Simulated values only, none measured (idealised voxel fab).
Presented below is a process module, voxel spacer lines.
Section cut is 185 nm wide and gridded with 5 nm square cells.
If you're reading a cross-section in this doc, picture square cells in a grid; it comes to you as bands, top ones listed first down to the bottom, and a band can be one or more rows of cells. Within each band entry, the heights of the top and of the bottom of the band appear first, in that order and in nm; the materials of the band then follow from left to right, each with its corresponding width in nm. The designation "full width" on a single material indicates that it fills the band from edge to edge; the designation "air" indicates empty space. Where do heights start? At 0: under that level the wafer as delivered is made of one material only. And the lowest band has no floor; it just carries on downward, as in "0 -> down". The width entry "30->40" should be interpreted row by row: the top row of cells in the band takes the first number, the bottom row takes the second number, and the change between adjacent rows is uniform throughout. "no modifications" (step): cross-section cells unchanged, all of them. What "Enclosed internal cavities" gives you is every empty space of 8 cells or more that is cut off from the top. Each appears as width x height at distance, with the distance taken from the left edge and width, height and distance all in nm. Whatever follows a step's settings on its line is a remark the simulator itself makes about that step. A step line may carry the setting "overlay nm", which, for steps involving a mask, states the distance by which the mask lay to the right of its intended position; negative values denote displacement to the left.
Intended process steps
1. RECEIVE: material Si
2. CONFORMAL_DEP: material Al2O3, thk nm 5
3. DIRECTIONAL_DEP: material SiN, thk nm 10
4. DIRECTIONAL_DEP: material polySi, thk nm 30
5. PATTERN: tone cover, mask id MANDREL, material resist, width nm 15, pitch nm 50, thk nm 40, overlay nm 0
6. DIRECTIONAL_ETCH: etch materials polySi, depth nm 30
7. STRIP: etch materials resist
8. CONFORMAL_DEP: material SiO2, thk nm 10
9. DIRECTIONAL_ETCH: etch materials SiO2, depth nm 10
10. STRIP: etch materials polySi
11. DIRECTIONAL_ETCH: etch materials SiN, depth nm 10
12. STRIP: etch materials SiO2
Cross-section of the incoming wafer, state after step 1
- 0 -> down = Si full width
- Enclosed internal cavities: none
Cross-section taken at module completion on the first of two wafers; processed per the plan
- 15 -> 5 = 50 nm air; 10 nm SiN; 15 nm air; 10 nm SiN; 15 nm air; 10 nm SiN; 15 nm air; 10 nm SiN; 50 nm air
- 5 -> 0 = Al2O3 full width
- 0 -> down = Si full width
- Enclosed internal cavities: none
Now the second wafer, cross-sectioned at the end of the module. Nothing different at the start, nothing different in the plan compared with the first, just one mistake when it was actually run
- 15 -> 5 = 60 nm air; 10 nm SiN; 15 nm air; 10 nm SiN; 15 nm air; 10 nm SiN; 15 nm air; 10 nm SiN; 40 nm air
- 5 -> 0 = Al2O3 full width
- 0 -> down = Si full width
- Enclosed internal cavities: none
Finding, execution versus plan: step 5 off recipe, ran as PATTERN: tone cover, mask id MANDREL, material resist, width nm 15, pitch nm 50, thk nm 40, overlay nm 10
Same inventory, different map: at the end, the second wafer holds as many cells of each material as the first, placed elsewhere.
